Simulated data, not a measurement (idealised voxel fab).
Process module under the name voxel gate over fins
It is cross-section cut that appears here, measuring 215 nm in width, its square cells being 5 nm in size.
Cross-section spec: square-cell grid; bands listed top down; each band is one or more rows.
Quick guide to a band line: top height, bottom height (nm) up front; then every material left to right with its width in nm. Only one material and it's marked "edge to edge"? Then it fills the band edge to edge. And "blank" just means empty space.
Height datum 0, below which the as-received substrate wafer is one material. Lowest band open at the bottom, running downward: "0 and below".
You'd read "30->40" like this: the band's top row of cells is as wide as the first number, its bottom row is as wide as the second, and going down, every row changes width by the same amount as the row before did.
"no change" after a step means that no cell of the cross-section changed.
Voids not open to the top, 8 cells minimum: see "Unvented voids". Written width x height at distance; distance is from the left edge; nm.
The remark found on a step's line after its settings is issued by the simulator itself and pertains to that step.
overlay nm: for a step with a mask, the amount by which the mask lay right of where it was planned; a negative amount means left of it.

## Listed below are the process steps as planned
1,RECEIVE [material Si]
2,CONFORMAL_DEP [material SiN] [thk nm 10]
3,DIRECTIONAL_DEP [material aC] [thk nm 10]
4,PATTERN [tone cover] [mask id FINS] [material resist] [width nm 15] [pitch nm 45] [thk nm 25] [overlay nm 0]
5,DIRECTIONAL_ETCH [etch materials aC] [depth nm 10]
6,STRIP [etch materials resist]
7,DIRECTIONAL_ETCH [etch materials SiN] [depth nm 10]
8,DIRECTIONAL_ETCH [etch materials Si] [depth nm 35]
9,STRIP [etch materials aC]
10,FILL_DEP [material SiO2] [thk nm 15]
11,CMP [height nm 10]
12,SELECTIVE_ETCH [etch materials SiO2] [depth nm 25]
13,STRIP [etch materials SiN]
14,CONFORMAL_DEP [material HfO2] [thk nm 5]
15,CONFORMAL_DEP [material TiN] [thk nm 5]
16,FILL_DEP [material W] [thk nm 10]
17,CMP [height nm 15]
18,CONFORMAL_DEP [material SiCN] [thk nm 10]

## First out of two wafers; run went to plan

## As-received state of the wafer in cross-section, equivalent to post-step 1
0 and below  Si edge to edge
Unvented voids: none

## After step 2: wafer cross-section
10 down to 0  SiN edge to edge
Below a height of 0, the structure has not been altered.

## After step 3: wafer cross-section
20 down to 10  aC edge to edge
Below a height of 10, the structure has not been altered.

## After step 4: wafer cross-section
45 down to 20  55 blank, 15 resist, 30 blank, 15 resist, 30 blank, 15 resist, 55 blank
Below a height of 20, the structure has not been altered.

## After step 5: wafer cross-section
35 down to 20  55 blank, 15 resist, 30 blank, 15 resist, 30 blank, 15 resist, 55 blank
20 down to 10  55 blank, 15 aC, 30 blank, 15 aC, 30 blank, 15 aC, 55 blank
Below a height of 10, the structure has not been altered.

## After step 6: wafer cross-section
20 down to 10  55 blank, 15 aC, 30 blank, 15 aC, 30 blank, 15 aC, 55 blank
Below a height of 10, the structure has not been altered.

## After step 7: wafer cross-section
20 down to 10  55 blank, 15 aC, 30 blank, 15 aC, 30 blank, 15 aC, 55 blank
10 down to 0  55 blank, 15 SiN, 30 blank, 15 SiN, 30 blank, 15 SiN, 55 blank
Below a height of 0, the structure has not been altered.

## After step 8: wafer cross-section
20 down to 10  55 blank, 15 aC, 30 blank, 15 aC, 30 blank, 15 aC, 55 blank
10 down to 0  55 blank, 15 SiN, 30 blank, 15 SiN, 30 blank, 15 SiN, 55 blank
0 down to -35  55 blank, 15 Si, 30 blank, 15 Si, 30 blank, 15 Si, 55 blank
Below a height of -35, the structure has not been altered.

## After step 9: wafer cross-section
10 down to 0  55 blank, 15 SiN, 30 blank, 15 SiN, 30 blank, 15 SiN, 55 blank
Below a height of 0, the structure has not been altered.

## After step 10: wafer cross-section
25 down to 10  SiO2 edge to edge
10 down to 0  55 SiO2, 15 SiN, 30 SiO2, 15 SiN, 30 SiO2, 15 SiN, 55 SiO2
0 down to -35  55 SiO2, 15 Si, 30 SiO2, 15 Si, 30 SiO2, 15 Si, 55 SiO2
Below a height of -35, the structure has not been altered.

## After step 11: wafer cross-section
10 down to 0  55 SiO2, 15 SiN, 30 SiO2, 15 SiN, 30 SiO2, 15 SiN, 55 SiO2
Below a height of 0, the structure has not been altered.

## After step 12: wafer cross-section
10 down to 0  55 blank, 15 SiN, 30 blank, 15 SiN, 30 blank, 15 SiN, 55 blank
0 down to -15  55 blank, 15 Si, 30 blank, 15 Si, 30 blank, 15 Si, 55 blank
Below a height of -15, the structure has not been altered.

## After step 13: wafer cross-section
0 down to -15  55 blank, 15 Si, 30 blank, 15 Si, 30 blank, 15 Si, 55 blank
Below a height of -15, the structure has not been altered.

## After step 14: wafer cross-section
5 down to 0  50 blank, 25 HfO2, 20 blank, 25 HfO2, 20 blank, 25 HfO2, 50 blank
0 down to -10  50 blank, 5 HfO2, 15 Si, 5 HfO2, 20 blank, 5 HfO2, 15 Si, 5 HfO2, 20 blank, 5 HfO2, 15 Si, 5 HfO2, 50 blank
-10 down to -15  55 HfO2, 15 Si, 30 HfO2, 15 Si, 30 HfO2, 15 Si, 55 HfO2
Below a height of -15, the structure has not been altered.

## After step 15: wafer cross-section
10 down to 5  45 blank, 35 TiN, 10 blank, 35 TiN, 10 blank, 35 TiN, 45 blank
5 down to 0  45 blank, 5 TiN, 25 HfO2, 5 TiN, 10 blank, 5 TiN, 25 HfO2, 5 TiN, 10 blank, 5 TiN, 25 HfO2, 5 TiN, 45 blank
0 down to -5  45 blank, 5 TiN, 5 HfO2, 15 Si, 5 HfO2, 5 TiN, 10 blank, 5 TiN, 5 HfO2, 15 Si, 5 HfO2, 5 TiN, 10 blank, 5 TiN, 5 HfO2, 15 Si, 5 HfO2, 5 TiN, 45 blank
-5 down to -10  50 TiN, 5 HfO2, 15 Si, 5 HfO2, 20 TiN, 5 HfO2, 15 Si, 5 HfO2, 20 TiN, 5 HfO2, 15 Si, 5 HfO2, 50 TiN
Below a height of -10, the structure has not been altered.

## After step 16: wafer cross-section
20 down to 10  W edge to edge
10 down to 5  45 W, 35 TiN, 10 W, 35 TiN, 10 W, 35 TiN, 45 W
5 down to 0  45 W, 5 TiN, 25 HfO2, 5 TiN, 10 W, 5 TiN, 25 HfO2, 5 TiN, 10 W, 5 TiN, 25 HfO2, 5 TiN, 45 W
0 down to -5  45 W, 5 TiN, 5 HfO2, 15 Si, 5 HfO2, 5 TiN, 10 W, 5 TiN, 5 HfO2, 15 Si, 5 HfO2, 5 TiN, 10 W, 5 TiN, 5 HfO2, 15 Si, 5 HfO2, 5 TiN, 45 W
Below a height of -5, the structure has not been altered.

## After step 17: wafer cross-section
15 down to 10  W edge to edge
Below a height of 10, the structure has not been altered.

## After step 18: wafer cross-section
25 down to 15  SiCN edge to edge
Below a height of 15, the structure has not been altered.

## Now the other wafer: same start, same recipe, but we messed up one thing when running it. Up to and including step 3 it's the same as the first one

## Cross-section of the second wafer at the time by which step 4 should have been completed according to the plan
45 down to 20  60 blank, 15 resist, 30 blank, 15 resist, 30 blank, 15 resist, 50 blank
Below a height of 20, the structure has not been altered.

## Cross-section of the second wafer at the time by which step 5 should have been completed according to the plan
35 down to 20  60 blank, 15 resist, 30 blank, 15 resist, 30 blank, 15 resist, 50 blank
20 down to 10  60 blank, 15 aC, 30 blank, 15 aC, 30 blank, 15 aC, 50 blank
Below a height of 10, the structure has not been altered.

## Cross-section of the second wafer at the time by which step 6 should have been completed according to the plan
20 down to 10  60 blank, 15 aC, 30 blank, 15 aC, 30 blank, 15 aC, 50 blank
Below a height of 10, the structure has not been altered.

## Cross-section of the second wafer at the time by which step 7 should have been completed according to the plan
20 down to 10  60 blank, 15 aC, 30 blank, 15 aC, 30 blank, 15 aC, 50 blank
10 down to 0  60 blank, 15 SiN, 30 blank, 15 SiN, 30 blank, 15 SiN, 50 blank
Below a height of 0, the structure has not been altered.

## Cross-section of the second wafer at the time by which step 8 should have been completed according to the plan
20 down to 10  60 blank, 15 aC, 30 blank, 15 aC, 30 blank, 15 aC, 50 blank
10 down to 0  60 blank, 15 SiN, 30 blank, 15 SiN, 30 blank, 15 SiN, 50 blank
0 down to -35  60 blank, 15 Si, 30 blank, 15 Si, 30 blank, 15 Si, 50 blank
Below a height of -35, the structure has not been altered.

## Cross-section of the second wafer at the time by which step 9 should have been completed according to the plan
10 down to 0  60 blank, 15 SiN, 30 blank, 15 SiN, 30 blank, 15 SiN, 50 blank
Below a height of 0, the structure has not been altered.

## Cross-section of the second wafer at the time by which step 10 should have been completed according to the plan
25 down to 10  SiO2 edge to edge
10 down to 0  60 SiO2, 15 SiN, 30 SiO2, 15 SiN, 30 SiO2, 15 SiN, 50 SiO2
0 down to -35  60 SiO2, 15 Si, 30 SiO2, 15 Si, 30 SiO2, 15 Si, 50 SiO2
Below a height of -35, the structure has not been altered.

## Cross-section of the second wafer at the time by which step 11 should have been completed according to the plan
10 down to 0  60 SiO2, 15 SiN, 30 SiO2, 15 SiN, 30 SiO2, 15 SiN, 50 SiO2
Below a height of 0, the structure has not been altered.

## Cross-section of the second wafer at the time by which step 12 should have been completed according to the plan
10 down to 0  60 blank, 15 SiN, 30 blank, 15 SiN, 30 blank, 15 SiN, 50 blank
0 down to -15  60 blank, 15 Si, 30 blank, 15 Si, 30 blank, 15 Si, 50 blank
Below a height of -15, the structure has not been altered.

## Cross-section of the second wafer at the time by which step 13 should have been completed according to the plan
0 down to -15  60 blank, 15 Si, 30 blank, 15 Si, 30 blank, 15 Si, 50 blank
Below a height of -15, the structure has not been altered.

## Cross-section of the second wafer at the time by which step 14 should have been completed according to the plan
5 down to 0  55 blank, 25 HfO2, 20 blank, 25 HfO2, 20 blank, 25 HfO2, 45 blank
0 down to -10  55 blank, 5 HfO2, 15 Si, 5 HfO2, 20 blank, 5 HfO2, 15 Si, 5 HfO2, 20 blank, 5 HfO2, 15 Si, 5 HfO2, 45 blank
-10 down to -15  60 HfO2, 15 Si, 30 HfO2, 15 Si, 30 HfO2, 15 Si, 50 HfO2
Below a height of -15, the structure has not been altered.

## Cross-section of the second wafer at the time by which step 15 should have been completed according to the plan
10 down to 5  50 blank, 35 TiN, 10 blank, 35 TiN, 10 blank, 35 TiN, 40 blank
5 down to 0  50 blank, 5 TiN, 25 HfO2, 5 TiN, 10 blank, 5 TiN, 25 HfO2, 5 TiN, 10 blank, 5 TiN, 25 HfO2, 5 TiN, 40 blank
0 down to -5  50 blank, 5 TiN, 5 HfO2, 15 Si, 5 HfO2, 5 TiN, 10 blank, 5 TiN, 5 HfO2, 15 Si, 5 HfO2, 5 TiN, 10 blank, 5 TiN, 5 HfO2, 15 Si, 5 HfO2, 5 TiN, 40 blank
-5 down to -10  55 TiN, 5 HfO2, 15 Si, 5 HfO2, 20 TiN, 5 HfO2, 15 Si, 5 HfO2, 20 TiN, 5 HfO2, 15 Si, 5 HfO2, 45 TiN
Below a height of -10, the structure has not been altered.

## Cross-section of the second wafer at the time by which step 16 should have been completed according to the plan
20 down to 10  W edge to edge
10 down to 5  50 W, 35 TiN, 10 W, 35 TiN, 10 W, 35 TiN, 40 W
5 down to 0  50 W, 5 TiN, 25 HfO2, 5 TiN, 10 W, 5 TiN, 25 HfO2, 5 TiN, 10 W, 5 TiN, 25 HfO2, 5 TiN, 40 W
0 down to -5  50 W, 5 TiN, 5 HfO2, 15 Si, 5 HfO2, 5 TiN, 10 W, 5 TiN, 5 HfO2, 15 Si, 5 HfO2, 5 TiN, 10 W, 5 TiN, 5 HfO2, 15 Si, 5 HfO2, 5 TiN, 40 W
Below a height of -5, the structure has not been altered.

## Cross-section of the second wafer at the time by which step 17 should have been completed according to the plan
15 down to 10  W edge to edge
Below a height of 10, the structure has not been altered.

## Cross-section of the second wafer at the time by which step 18 should have been completed according to the plan
25 down to 15  SiCN edge to edge
Below a height of 15, the structure has not been altered.
Here's what went sideways: contrary to plan, step 4 was performed as PATTERN [tone cover] [mask id FINS] [material resist] [width nm 15] [pitch nm 45] [thk nm 25] [overlay nm 5]
Upon completion, the cell count for each material on the second wafer equals that on the first, whereas the spatial distribution of those cells differs.
